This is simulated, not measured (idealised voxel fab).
process module | voxel transistor to metal
cross-section cut | 170 nm wide | cells 5 nm
A cross-section is a grid of square cells, given in bands from the top down. A band is one or more rows of cells.
Each band's line starts with the height of the band's top and of its bottom, in nm. Then come its materials from left to right, each with its width in nm. One material with "throughout" fills the band from edge to edge. "air" is empty space.
Height 0 is the level under which the wafer as received is all one material. The lowest band goes on downwards, as in "0 down".
A width such as "30 to 40" changes by the same amount from each row of cells to the next, from the band's top row to its bottom row.
"no change" after a step means that no cell of the cross-section changed.
closed voids: empty space of 8 cells or more with no open way to the top, each as width x height at its distance from the left edge, in nm
after a step's settings: what the simulator itself notes on the step
overlay nm, on a step with a mask: how far to the right of its planned place the mask lay; to the left if negative
plan
1 op RECEIVE | material Si
2 op CONFORMAL_DEP | material SiO2 | thk nm 5
3 op CONFORMAL_DEP | material SiN | thk nm 15
4 op PATTERN | tone cover | mask id ACTIVE | material resist | width nm 85 | thk nm 20 | overlay nm 0
5 op DIRECTIONAL_ETCH | etch materials SiN | depth nm 15
6 op DIRECTIONAL_ETCH | etch materials SiO2 | depth nm 5
7 op DIRECTIONAL_ETCH | etch materials Si | depth nm 25
8 op STRIP | etch materials resist
9 op OXIDIZE | depth nm 5
10 op FILL_DEP | material SiO2 | thk nm 5
11 op CMP | height nm 20
12 op SELECTIVE_ETCH | etch materials SiO2 | depth nm 5
13 op STRIP | etch materials SiN
14 op SELECTIVE_ETCH | etch materials SiO2 | depth nm 5
15 op OXIDIZE | depth nm 5
16 op DIRECTIONAL_DEP | material polySi | thk nm 25
17 op DIRECTIONAL_DEP | material SiCN | thk nm 15
18 op PATTERN | tone cover | mask id GATE | material resist | width nm 15 | thk nm 20 | overlay nm 0
19 op DIRECTIONAL_ETCH | etch materials SiCN | depth nm 25
20 op DIRECTIONAL_ETCH | etch materials polySi | depth nm 35
21 op STRIP | etch materials resist
22 op CONFORMAL_DEP | material SiN | thk nm 10
23 op DIRECTIONAL_ETCH | etch materials SiN | depth nm 10
24 op DIRECTIONAL_ETCH | etch materials SiO2 | depth nm 5
25 op DIRECTIONAL_ETCH | etch materials Si | depth nm 15
26 op EPI | material nSi | thk nm 15
27 op FILL_DEP | material SiO2 | thk nm 5
28 op CMP | height nm 40
29 op DIRECTIONAL_DEP | material SiO2 | thk nm 15
30 op MASKED_ETCH | tone open | mask id CONTACT | width nm 15 | pitch nm 60 | etch materials SiO2 | depth nm 60 | overlay nm 0
31 op CONFORMAL_DEP | material TiN | thk nm 5
32 op FILL_DEP | material Ru | thk nm 5
33 op CMP | height nm 55
34 op DIRECTIONAL_DEP | material TiN | thk nm 5
35 op DIRECTIONAL_DEP | material Ru | thk nm 15
36 op MASKED_ETCH | tone cover | mask id METAL_1 | width nm 15 | pitch nm 60 | etch materials Ru | depth nm 15 | overlay nm 0
37 op MASKED_ETCH | tone cover | mask id METAL_1 | width nm 15 | pitch nm 60 | etch materials TiN | depth nm 5 | overlay nm 0
38 op FILL_DEP | material lowk | thk nm 10
39 op CMP | height nm 65
40 op CONFORMAL_DEP | material SiCN | thk nm 5
41 op DIRECTIONAL_DEP | material SiO2 | thk nm 25
42 op PATTERN | tone open | mask id METAL_2 | material resist | width nm 15 | pitch nm 60 | thk nm 15 | overlay nm 0
43 op DIRECTIONAL_ETCH | etch materials SiO2 | depth nm 15
44 op STRIP | etch materials resist
45 op DIRECTIONAL_DEP | material aC | thk nm 15
46 op PATTERN | tone open | mask id METAL_2_HOLES | material resist | width nm 15 | pitch nm 60 | thk nm 35 | overlay nm 0
47 op DIRECTIONAL_ETCH | etch materials aC | depth nm 15
48 op STRIP | etch materials resist
49 op DIRECTIONAL_ETCH | etch materials SiO2 | depth nm 10
50 op DIRECTIONAL_ETCH | etch materials SiCN | depth nm 5
51 op STRIP | etch materials aC
52 op CONFORMAL_DEP | material TiN | thk nm 5
53 op FILL_DEP | material Ru | thk nm 5
54 op CMP | height nm 105
55 op CONFORMAL_DEP | material SiCN | thk nm 5
varied across the wafers: height nm of step 39. The plan shows the first wafer's value. All wafers start alike
first wafer as received, after step 1
  0 down: Si throughout
  closed voids: none
first wafer at the end, after step 55
  110 to 105: SiCN throughout
  105 to 100: Ru throughout
  100 to 95: TiN 50 | Ru 5 | TiN 55 | Ru 5 | TiN 55
  95 to 70: SiO2 45 | TiN 5 | Ru 5 | TiN 5 | SiO2 45 | TiN 5 | Ru 5 | TiN 5 | SiO2 50
  70 to 65: SiCN 45 | TiN 15 | SiCN 45 | TiN 15 | SiCN 50
  65 to 60: lowk 45 | Ru 15 | lowk 45 | Ru 15 | lowk 50
  60 to 55: lowk 45 | TiN 15 | lowk 45 | TiN 15 | lowk 50
  55 to 40: SiO2 45 | TiN 5 | Ru 5 | TiN 5 | SiO2 45 | TiN 5 | Ru 5 | TiN 5 | SiO2 50
  40 to 25: SiO2 45 | TiN 5 | Ru 5 | TiN 5 | SiO2 5 | SiN 10 | SiCN 15 | SiN 10 | SiO2 5 | TiN 5 | Ru 5 | TiN 5 | SiO2 50
  25 to 15: SiO2 45 | TiN 5 | Ru 5 | TiN 5 | SiO2 5 | SiN 10 | polySi 15 | SiN 10 | SiO2 5 | TiN 5 | Ru 5 | TiN 5 | SiO2 50
  15 to 10: SiO2 45 | TiN 15 | SiO2 5 | SiN 10 | polySi 15 | SiN 10 | SiO2 5 | TiN 15 | SiO2 50
  10 to 0: SiO2 35 | SiN 10 | TiN 5 | nSi 15 | SiN 10 | polySi 15 | SiN 10 | nSi 15 | TiN 5 | SiN 10 | SiO2 40
  0 to -5: SiO2 45 | TiN 5 | nSi 15 | SiO2 35 | nSi 15 | TiN 5 | SiO2 50
  -5 to -20: SiO2 45 | nSi 20 | Si 35 | nSi 20 | SiO2 50
  -20 to -30: SiO2 45 | Si 75 | SiO2 50
  -30 down: Si throughout
  closed voids: none
last wafer at the end
  110 to 105: SiCN throughout
  105 to 90: SiO2 45 | TiN 5 | Ru 5 | TiN 5 | SiO2 45 | TiN 5 | Ru 5 | TiN 5 | SiO2 50
  90 to 85: SiCN 45 | TiN 15 | SiCN 45 | TiN 15 | SiCN 50
  85 to 75: lowk throughout
  75 to 60: lowk 45 | Ru 15 | lowk 45 | Ru 15 | lowk 50
  60 to 55: lowk 45 | TiN 15 | lowk 45 | TiN 15 | lowk 50
  55 to 40: SiO2 45 | TiN 5 | Ru 5 | TiN 5 | SiO2 45 | TiN 5 | Ru 5 | TiN 5 | SiO2 50
  40 to 25: SiO2 45 | TiN 5 | Ru 5 | TiN 5 | SiO2 5 | SiN 10 | SiCN 15 | SiN 10 | SiO2 5 | TiN 5 | Ru 5 | TiN 5 | SiO2 50
  25 to 15: SiO2 45 | TiN 5 | Ru 5 | TiN 5 | SiO2 5 | SiN 10 | polySi 15 | SiN 10 | SiO2 5 | TiN 5 | Ru 5 | TiN 5 | SiO2 50
  15 to 10: SiO2 45 | TiN 15 | SiO2 5 | SiN 10 | polySi 15 | SiN 10 | SiO2 5 | TiN 15 | SiO2 50
  10 to 0: SiO2 35 | SiN 10 | TiN 5 | nSi 15 | SiN 10 | polySi 15 | SiN 10 | nSi 15 | TiN 5 | SiN 10 | SiO2 40
  0 to -5: SiO2 45 | TiN 5 | nSi 15 | SiO2 35 | nSi 15 | TiN 5 | SiO2 50
  -5 to -20: SiO2 45 | nSi 20 | Si 35 | nSi 20 | SiO2 50
  -20 to -30: SiO2 45 | Si 75 | SiO2 50
  -30 down: Si throughout
  closed voids: none
each wafer at the end: cells of each material gained (+) or lost (-) since it was received, then its closed voids
height nm 65 | +68 Ru | -153 Si | +71 SiCN | +40 SiN | +501 SiO2 | +108 TiN | +56 lowk | +42 nSi | +15 polySi | closed voids: none
height nm 70 | +40 Ru | -153 Si | +71 SiCN | +40 SiN | +501 SiO2 | +108 TiN | +84 lowk | +42 nSi | +15 polySi | closed voids: none
height nm 75 | +44 Ru | -153 Si | +71 SiCN | +40 SiN | +501 SiO2 | +76 TiN | +112 lowk | +42 nSi | +15 polySi | closed voids: none
height nm 80 | +42 Ru | -153 Si | +71 SiCN | +40 SiN | +473 SiO2 | +72 TiN | +146 lowk | +42 nSi | +15 polySi | closed voids: none
height nm 85 | +40 Ru | -153 Si | +71 SiCN | +40 SiN | +445 SiO2 | +68 TiN | +180 lowk | +42 nSi | +15 polySi | closed voids: none
